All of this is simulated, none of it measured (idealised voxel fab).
The document below concerns the process module designated voxel released beams.
For reference, the cross-section in this document is cut, with width 185 nm and square cells of 5 nm.
For the purposes of this document, a cross-section shall be understood as a grid of square cells, specified as bands listed in top-to-bottom order, each band consisting of one or more rows of cells.
Basically the band line says how high the top is and how high the bottom is, in nm, and then what's in it from left to right, every material with its width in nm. Empty space shows up as "blank", and if a single material carries "all across" it runs the full band edge to edge.
For the purposes of this specification, 0 denotes the height below which the wafer in its as-received condition is composed wholly of one material, and the lowermost band, lacking a lower limit, extends downward without end, as expressed in "0 down".
Width "30 to 40": first value at the band's top row of cells, second value at its bottom row, equal change from row to row.
Any step labelled "everything unchanged" changed none of the cells in the cross-section.
"Enclosed void inventory" contains a list of empty spaces, each no smaller than 8 cells and without an open way to the top, written in the form width x height at distance with the distance from the left edge and all three in nm.
Read whatever lies past the settings on a step's line as the simulator's own remark about the step.
A step's line can hold "overlay nm"; with a mask on that step, the setting says how far right of the planned place the mask lay, while a negative setting says it lay to the left.
Here's what the planned process steps look like
| 1 | RECEIVE: material Si |
| 2 | CONFORMAL_DEP: material Al2O3, thk nm 5 |
| 3 | DIRECTIONAL_DEP: material SiO2, thk nm 20 |
| 4 | MASKED_ETCH: tone open, mask id ANCHOR, width nm 15, etch materials SiO2, depth nm 20, overlay nm 0 |
| 5 | CONFORMAL_DEP: material SiN, thk nm 10 |
| 6 | DIRECTIONAL_DEP: material aC, thk nm 15 |
| 7 | PATTERN: tone cover, mask id BEAM, material resist, width nm 110, thk nm 35, overlay nm 0 |
| 8 | DIRECTIONAL_ETCH: etch materials aC, depth nm 15 |
| 9 | STRIP: etch materials resist |
| 10 | DIRECTIONAL_ETCH: etch materials SiN, depth nm 10 |
| 11 | STRIP: etch materials aC |
| 12 | STRIP: etch materials SiO2 |
Across this set of wafers, the varied parameter is the width nm of step 4. Starting conditions are identical for every wafer, and the plan reports the value assigned to the first wafer.
This is how the first of several wafers looked in cross-section when it arrived, which is after step 1
0 down: Si all across
Enclosed void inventory: none
First of several wafers, sectioned at end of module (last step: step 12)
35 to 25: blank 35 nm, SiN 110 nm, blank 40 nm
25 to 5: blank 45 nm, SiN 15 nm, blank 125 nm
5 to 0: Al2O3 all across
0 down: Si all across
Enclosed void inventory: none
End of module, last wafer sectioned
35 to 25: blank 35 nm, SiN 10 nm, blank 20 nm, SiN 80 nm, blank 40 nm
25 to 15: blank 35 nm, SiN 10 nm, blank 20 nm, SiN 10 nm, blank 110 nm
15 to 5: blank 35 nm, SiN 40 nm, blank 110 nm
5 to 0: Al2O3 all across
0 down: Si all across
Enclosed void inventory: none
Take any row and you have a wafer at the end of the module: how many cells of each material it has gained (+) or lost (-) since it was received, and then its closed voids
width nm 15 | +37 Al2O3 | +56 SiN | Enclosed void inventory: none
width nm 20 | +37 Al2O3 | +60 SiN | Enclosed void inventory: none
width nm 25 | +37 Al2O3 | +60 SiN | Enclosed void inventory: none
width nm 30 | +37 Al2O3 | +60 SiN | Enclosed void inventory: none
width nm 35 | +37 Al2O3 | +60 SiN | Enclosed void inventory: none
width nm 40 | +37 Al2O3 | +60 SiN | Enclosed void inventory: none
